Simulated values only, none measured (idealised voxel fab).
The process module presented herein is designated voxel local oxidation.
It is cross-section cut that appears here, measuring 295 nm in width, its square cells being 5 nm in size.
Bands, listed from the top down, are how a cross-section gets written in this document; the cross-section itself is a grid of square cells, and a band is one or more rows of them. Within each band entry, the heights of the top and of the bottom of the band appear first, in that order and in nm; the materials of the band then follow from left to right, each with its corresponding width in nm. The designation "all across" on a single material indicates that it fills the band from edge to edge; the designation "air" indicates empty space. Height reference: 0 = level under which incoming wafer is all one material. Lowest band: no bottom, runs on downward, e.g. "0..down". A two-number width, for instance "30 to 40", indicates that the width is equal to the first number in the top row of the band and to the second number in the bottom row, and that it changes by a constant amount per row of cells. What does "remained the same" mean for a step? It means no cell of the cross-section changed in that step. Entry "Closed internal voids" = empty spaces >= 8 cells with no open way to the top; each as width x height at distance, distance from left edge, all nm. Note: text after step settings on the step line = simulator remark on that step. overlay nm: how far to the right of its planned place the mask lay on this masked step (negative: to the left).
Below is the list of planned process steps:
- 1: RECEIVE, material Si
- 2: CONFORMAL_DEP, material SiO2, thk nm 5
- 3: CONFORMAL_DEP, material SiN, thk nm 15
- 4: PATTERN, tone cover, mask id ACTIVE, material resist, width nm 120, thk nm 15, overlay nm 0
- 5: DIRECTIONAL_ETCH, etch materials SiN, depth nm 15
- 6: STRIP, etch materials resist
- 7: SELECTIVE_ETCH, etch materials SiO2, depth nm 5
- 8: OXIDIZE, depth nm 10
- 9: STRIP, etch materials SiN
Concerning the first of two wafers, which was run in accordance with the plan:
Incoming wafer in cross-section (state: after step 1):
- 0..down: Si all across
- Closed internal voids: none
Upon completion of step 2, the wafer appears in cross-section as shown:
- 5..0: SiO2 all across
- Unchanged below 0.
Upon completion of step 3, the wafer appears in cross-section as shown:
- 20..5: SiN all across
- Unchanged below 5.
Upon completion of step 4, the wafer appears in cross-section as shown:
- 35..20: 85 nm air, then 120 nm resist, then 90 nm air
- Unchanged below 20.
Upon completion of step 5, the wafer appears in cross-section as shown:
- 35..20: 85 nm air, then 120 nm resist, then 90 nm air
- 20..5: 85 nm air, then 120 nm SiN, then 90 nm air
- Unchanged below 5.
Upon completion of step 6, the wafer appears in cross-section as shown:
- 20..5: 85 nm air, then 120 nm SiN, then 90 nm air
- Unchanged below 5.
Upon completion of step 7, the wafer appears in cross-section as shown:
- 20..5: 85 nm air, then 120 nm SiN, then 90 nm air
- 5..0: 90 nm air, then 110 nm SiO2, then 95 nm air
- Unchanged below 0.
Upon completion of step 8, the wafer appears in cross-section as shown:
- 20..5: 85 nm air, then 120 nm SiN, then 90 nm air
- 5..0: 90 nm air, then 110 nm SiO2, then 95 nm air
- 0..-10: 100 nm SiO2, then 90 nm Si, then 105 nm SiO2
- Unchanged below -10.
Upon completion of step 9, the wafer appears in cross-section as shown:
- 5..0: 90 nm air, then 110 nm SiO2, then 95 nm air
- Unchanged below 0.
Wafer two. Identical start, identical plan. One mistake in execution. Identical history through step 7:
Second wafer cross-section, taken as of the time the plan sets for step 8 to be done:
- 20..5: 85 nm air, then 120 nm SiN, then 90 nm air
- 5..0: 90 nm air, then 110 nm SiO2, then 95 nm air
- 0..-5: 95 nm SiO2, then 100 nm Si, then 100 nm SiO2
- Unchanged below -5.
Second wafer cross-section, taken as of the time the plan sets for step 9 to be done:
- 5..0: 90 nm air, then 110 nm SiO2, then 95 nm air
- Unchanged below 0.
Deviation noted in wafer processing: step 8 ran differently from the plan; actual operation with settings: OXIDIZE, depth nm 5
Final tally in cells, some materials are higher or lower on the second wafer than on the first: Si: 43 more | SiO2: 43 fewer
